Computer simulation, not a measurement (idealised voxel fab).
process module | voxel air gaps
cross-section cut | 270 nm wide | cells 5 nm
A cross-section is a grid of square cells, given in bands from the top down. A band is one or more rows of cells.
Each band's line starts with the height of the band's top and of its bottom, in nm. Then come its materials from left to right, each with its width in nm. One material with "throughout" fills the band from edge to edge. "air" is empty space.
Height 0 is the level under which the wafer as received is all one material. The lowest band goes on downwards, as in "0 down".
A width such as "30 to 40" changes by the same amount from each row of cells to the next, from the band's top row to its bottom row.
"no change" after a step means that no cell of the cross-section changed.
closed voids: empty space of 8 cells or more with no open way to the top, each as width x height at its distance from the left edge, in nm
after a step's settings: what the simulator itself notes on the step
overlay nm, on a step with a mask: how far to the right of its planned place the mask lay; to the left if negative
plan
1 op RECEIVE | material Si
2 op CONFORMAL_DEP | material SiO2 | thk nm 15
3 op CONFORMAL_DEP | material SiCN | thk nm 5
4 op DIRECTIONAL_DEP | material SiO2 | thk nm 30
5 op PATTERN | tone open | mask id LINES | material resist | width nm 25 | pitch nm 50 | thk nm 20 | overlay nm 0
6 op DIRECTIONAL_ETCH | etch materials SiO2 | depth nm 30
7 op STRIP | etch materials resist
8 op CONFORMAL_DEP | material TiN | thk nm 5
9 op FILL_DEP | material Ru | thk nm 10
10 op CMP | height nm 50
11 op EPI | material Ru | thk nm 10
12 op SELECTIVE_ETCH | etch materials SiO2 | depth nm 40
13 op CONFORMAL_DEP | material SiCN | thk nm 5
as received, after step 1
  0 down: Si throughout
  closed voids: none
a wafer at the end: this start, this plan, one mistake
  75 to 70: air 20 | SiCN 225 | air 25
  70 to 50: air 20 | SiCN 5 | Ru 215 | SiCN 5 | air 25
  50 to 45: air 20 | SiCN 25 | TiN 5 | Ru 15 | TiN 5 | SiO2 25 | TiN 5 | Ru 15 | TiN 5 | SiO2 25 | TiN 5 | Ru 15 | TiN 5 | SiO2 25 | TiN 5 | Ru 15 | TiN 5 | SiCN 25 | air 25
  45 to 25: air 40 | SiCN 5 | TiN 5 | Ru 15 | TiN 5 | SiO2 25 | TiN 5 | Ru 15 | TiN 5 | SiO2 25 | TiN 5 | Ru 15 | TiN 5 | SiO2 25 | TiN 5 | Ru 15 | TiN 5 | SiCN 5 | air 45
  25 to 20: SiCN 45 | TiN 25 | SiO2 25 | TiN 25 | SiO2 25 | TiN 25 | SiO2 25 | TiN 25 | SiCN 50
  20 to 15: SiCN throughout
  15 to 0: SiO2 throughout
  0 down: Si throughout
  closed voids: none
what went wrong: step 11 was run twice
